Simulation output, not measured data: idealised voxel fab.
Process module heading - voxel self aligned contacts
The cross-section shown here is cut; it is 235 nm wide and divided into square cells measuring 5 nm on a side.
Cross-section spec: square-cell grid; bands listed top down; each band is one or more rows.
Basically the band line says how high the top is and how high the bottom is, in nm, and then what's in it from left to right, every material with its width in nm. Empty space shows up as "empty", and if a single material carries "all across" it runs the full band edge to edge.
The reference from which all heights are counted is 0, the level beneath which the as-received wafer is entirely one material; the lowest band, having no lower bound, proceeds downward and is written after the example "0 -> down".
Width spec "30..40" -> top row of cells at first value, bottom row at second value, equal per-row change in between.
Given "stayed the same" for a step, no cell of the cross-section differs between before and after that step.
Entry "Enclosed cavities" = empty spaces >= 8 cells with no open way to the top; each as width x height at distance, distance from left edge, all nm.
after a step's settings: what the simulator itself notes on the step
"overlay nm", when on a step's line for a step with a mask, measures how far to the right of its planned place the mask lay; a negative measure means to the left.

Here's what the planned process steps look like:
1: RECEIVE [material Si]
2: OXIDIZE [depth nm 5]
3: DIRECTIONAL_DEP [material polySi] [thk nm 25]
4: DIRECTIONAL_DEP [material SiN] [thk nm 15]
5: PATTERN [tone cover] [mask id GATE] [material resist] [width nm 25] [pitch nm 60] [thk nm 15] [overlay nm 0]
6: DIRECTIONAL_ETCH [etch materials SiN] [depth nm 15]
7: DIRECTIONAL_ETCH [etch materials polySi] [depth nm 25]
8: STRIP [etch materials resist]
9: CONFORMAL_DEP [material SiN] [thk nm 5]
10: DIRECTIONAL_ETCH [etch materials SiN] [depth nm 5]
11: FILL_DEP [material SiO2] [thk nm 15]
12: CMP [height nm 45]
13: PATTERN [tone open] [mask id CONTACT] [material resist] [width nm 45] [pitch nm 60] [thk nm 15] [overlay nm 0]
14: DIRECTIONAL_ETCH [etch materials SiO2] [depth nm 50]
15: STRIP [etch materials resist]
16: CONFORMAL_DEP [material TiN] [thk nm 5]
17: FILL_DEP [material W] [thk nm 5]
18: CMP [height nm 45]
19: CONFORMAL_DEP [material SiN] [thk nm 5]

Incoming wafer, cross-sectional view, post step 1:
> 0 -> down | Si all across
> Enclosed cavities: none

Module complete, cross-section. Starting point and plan per above. One mistake made in running the module:
> 50 -> 45 | SiN all across
> 45 -> 40 | 40 SiO2; 35 SiN; 25 TiN; 35 SiN; 25 TiN; 35 SiN; 40 SiO2
> 40 -> 25 | SiN all across
> 25 -> 0 | polySi all across
> 0 -> -5 | SiO2 all across
> -5 -> down | Si all across
> Enclosed cavities: none
What went wrong in running the wafer? yeah, plan step 4 got run twice
